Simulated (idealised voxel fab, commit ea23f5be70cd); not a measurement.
The name of this process module is voxel gate over fins.
Cross-section cut: width 250 nm, square cells of 5 nm.
Cross-section = grid of square cells, listed top down in bands; band = one or more rows.
The band entry comprises the height of the band's top followed by the height of its bottom, expressed in nm, and subsequently the band's materials from left to right, each stated together with its width in nm. Where a single material is marked with the word "full width", that material fills the band from edge to edge. The word "air" represents empty space.
Basically, 0 is our baseline, since under it the wafer straight out of the box is all one material. The bottom band has no lower end and keeps on going down, so it looks like "z 0 and below".
The two numbers in a width such as "30..40" mark its ends across the band: the first belongs to the top row of cells, the second to the bottom row, and from each row to the next the width moves by the same amount.
Any step labelled "changes: none" changed none of the cells in the cross-section.
The label "Closed void inventory" introduces a list of the empty spaces, 8 cells or larger, that have no open way up to the top; each entry in it reads width x height at distance, where the distance is taken from the left edge and all three are stated in nm.
Post-settings text on a step line: simulator's own remark regarding the step.
When a step includes a mask, the "overlay nm" setting on its line states how far to the right of its planned place that mask lay, and negative values state how far to the left.

**These are the steps we planned for the process**
- 1: op RECEIVE | material Si
- 2: op CONFORMAL_DEP | material SiN | thk nm 5
- 3: op PATTERN | tone cover | mask id FINS | material resist | width nm 15 | pitch nm 35 | thk nm 15 | overlay nm 0
- 4: op DIRECTIONAL_ETCH | etch materials SiN | depth nm 5
- 5: op DIRECTIONAL_ETCH | etch materials Si | depth nm 40
- 6: op STRIP | etch materials resist
- 7: op FILL_DEP | material SiO2 | thk nm 15
- 8: op CMP | height nm 5
- 9: op SELECTIVE_ETCH | etch materials SiO2 | depth nm 15
- 10: op STRIP | etch materials SiN
- 11: op CONFORMAL_DEP | material HfO2 | thk nm 5
- 12: op CONFORMAL_DEP | material TiN | thk nm 5
- 13: op FILL_DEP | material W | thk nm 10
- 14: op CMP | height nm 15
- 15: op CONFORMAL_DEP | material SiCN | thk nm 5

**The first of two wafers, run as planned**

**As-received state of the wafer in cross-section, equivalent to post-step 1**
z 0 and below  Si full width
Closed void inventory: none

**Wafer section view after processing step 2**
z 5 to 0  SiN full width
Below a height of 0, the structure has not been altered.

**Wafer section view after processing step 3**
z 20 to 5  air=80, resist=15, air=20, resist=15, air=20, resist=15, air=85
Below a height of 5, the structure has not been altered.

**Wafer section view after processing step 4**
z 20 to 5  air=80, resist=15, air=20, resist=15, air=20, resist=15, air=85
z 5 to 0  air=80, SiN=15, air=20, SiN=15, air=20, SiN=15, air=85
Below a height of 0, the structure has not been altered.

**Wafer section view after processing step 5**
z 20 to 5  air=80, resist=15, air=20, resist=15, air=20, resist=15, air=85
z 5 to 0  air=80, SiN=15, air=20, SiN=15, air=20, SiN=15, air=85
z 0 to -40  air=80, Si=15, air=20, Si=15, air=20, Si=15, air=85
Below a height of -40, the structure has not been altered.

**Wafer section view after processing step 6**
z 5 to 0  air=80, SiN=15, air=20, SiN=15, air=20, SiN=15, air=85
Below a height of 0, the structure has not been altered.

**Wafer section view after processing step 7**
z 20 to 5  SiO2 full width
z 5 to 0  SiO2=80, SiN=15, SiO2=20, SiN=15, SiO2=20, SiN=15, SiO2=85
z 0 to -40  SiO2=80, Si=15, SiO2=20, Si=15, SiO2=20, Si=15, SiO2=85
Below a height of -40, the structure has not been altered.

**Wafer section view after processing step 8**
z 5 to 0  SiO2=80, SiN=15, SiO2=20, SiN=15, SiO2=20, SiN=15, SiO2=85
Below a height of 0, the structure has not been altered.

**Wafer section view after processing step 9**
z 5 to 0  air=80, SiN=15, air=20, SiN=15, air=20, SiN=15, air=85
z 0 to -10  air=80, Si=15, air=20, Si=15, air=20, Si=15, air=85
Below a height of -10, the structure has not been altered.

**Wafer section view after processing step 10**
z 0 to -10  air=80, Si=15, air=20, Si=15, air=20, Si=15, air=85
Below a height of -10, the structure has not been altered.

**Wafer section view after processing step 11**
z 5 to 0  air=75, HfO2=25, air=10, HfO2=25, air=10, HfO2=25, air=80
z 0 to -5  air=75, HfO2=5, Si=15, HfO2=5, air=10, HfO2=5, Si=15, HfO2=5, air=10, HfO2=5, Si=15, HfO2=5, air=80
z -5 to -10  HfO2=80, Si=15, HfO2=20, Si=15, HfO2=20, Si=15, HfO2=85
Below a height of -10, the structure has not been altered.

**Wafer section view after processing step 12**
z 10 to 5  air=70, TiN=105, air=75
z 5 to 0  air=70, TiN=5, HfO2=25, TiN=10, HfO2=25, TiN=10, HfO2=25, TiN=5, air=75
z 0 to -5  TiN=75, HfO2=5, Si=15, HfO2=5, TiN=10, HfO2=5, Si=15, HfO2=5, TiN=10, HfO2=5, Si=15, HfO2=5, TiN=80
Below a height of -5, the structure has not been altered.

**Wafer section view after processing step 13**
z 20 to 10  W full width
z 10 to 5  W=70, TiN=105, W=75
z 5 to 0  W=70, TiN=5, HfO2=25, TiN=10, HfO2=25, TiN=10, HfO2=25, TiN=5, W=75
Below a height of 0, the structure has not been altered.

**Wafer section view after processing step 14**
z 15 to 10  W full width
Below a height of 10, the structure has not been altered.

**Wafer section view after processing step 15**
z 20 to 15  SiCN full width
Below a height of 15, the structure has not been altered.

**Okay, second wafer. Nothing different at the start, nothing different in the plan, just one mistake somewhere in the running. As far as step 8, counting that step, it's the first wafer all over again**

**The second wafer cut through, at the time step 9 was supposed to be finished**
z 5 to 0  air=80, SiN=15, air=20, SiN=15, air=20, SiN=15, air=85
z 0 to -25  air=80, Si=15, air=20, Si=15, air=20, Si=15, air=85
Below a height of -25, the structure has not been altered.

**The second wafer cut through, at the time step 10 was supposed to be finished**
z 0 to -25  air=80, Si=15, air=20, Si=15, air=20, Si=15, air=85
Below a height of -25, the structure has not been altered.

**The second wafer cut through, at the time step 11 was supposed to be finished**
z 5 to 0  air=75, HfO2=25, air=10, HfO2=25, air=10, HfO2=25, air=80
z 0 to -20  air=75, HfO2=5, Si=15, HfO2=5, air=10, HfO2=5, Si=15, HfO2=5, air=10, HfO2=5, Si=15, HfO2=5, air=80
z -20 to -25  HfO2=80, Si=15, HfO2=20, Si=15, HfO2=20, Si=15, HfO2=85
Below a height of -25, the structure has not been altered.

**The second wafer cut through, at the time step 12 was supposed to be finished**
z 10 to 5  air=70, TiN=105, air=75
z 5 to 0  air=70, TiN=5, HfO2=25, TiN=10, HfO2=25, TiN=10, HfO2=25, TiN=5, air=75
z 0 to -15  air=70, TiN=5, HfO2=5, Si=15, HfO2=5, TiN=10, HfO2=5, Si=15, HfO2=5, TiN=10, HfO2=5, Si=15, HfO2=5, TiN=5, air=75
z -15 to -20  TiN=75, HfO2=5, Si=15, HfO2=5, TiN=10, HfO2=5, Si=15, HfO2=5, TiN=10, HfO2=5, Si=15, HfO2=5, TiN=80
Below a height of -20, the structure has not been altered.

**The second wafer cut through, at the time step 13 was supposed to be finished**
z 20 to 10  W full width
z 10 to 5  W=70, TiN=105, W=75
z 5 to 0  W=70, TiN=5, HfO2=25, TiN=10, HfO2=25, TiN=10, HfO2=25, TiN=5, W=75
z 0 to -15  W=70, TiN=5, HfO2=5, Si=15, HfO2=5, TiN=10, HfO2=5, Si=15, HfO2=5, TiN=10, HfO2=5, Si=15, HfO2=5, TiN=5, W=75
Below a height of -15, the structure has not been altered.

**The second wafer cut through, at the time step 14 was supposed to be finished**
z 15 to 10  W full width
Below a height of 10, the structure has not been altered.

**The second wafer cut through, at the time step 15 was supposed to be finished**
z 20 to 15  SiCN full width
Below a height of 15, the structure has not been altered.
Here's what went sideways: step 9 was run twice
Final tally in cells, some materials are higher or lower on the second wafer than on the first: +18 HfO2 | -123 SiO2 | +18 TiN | +87 W
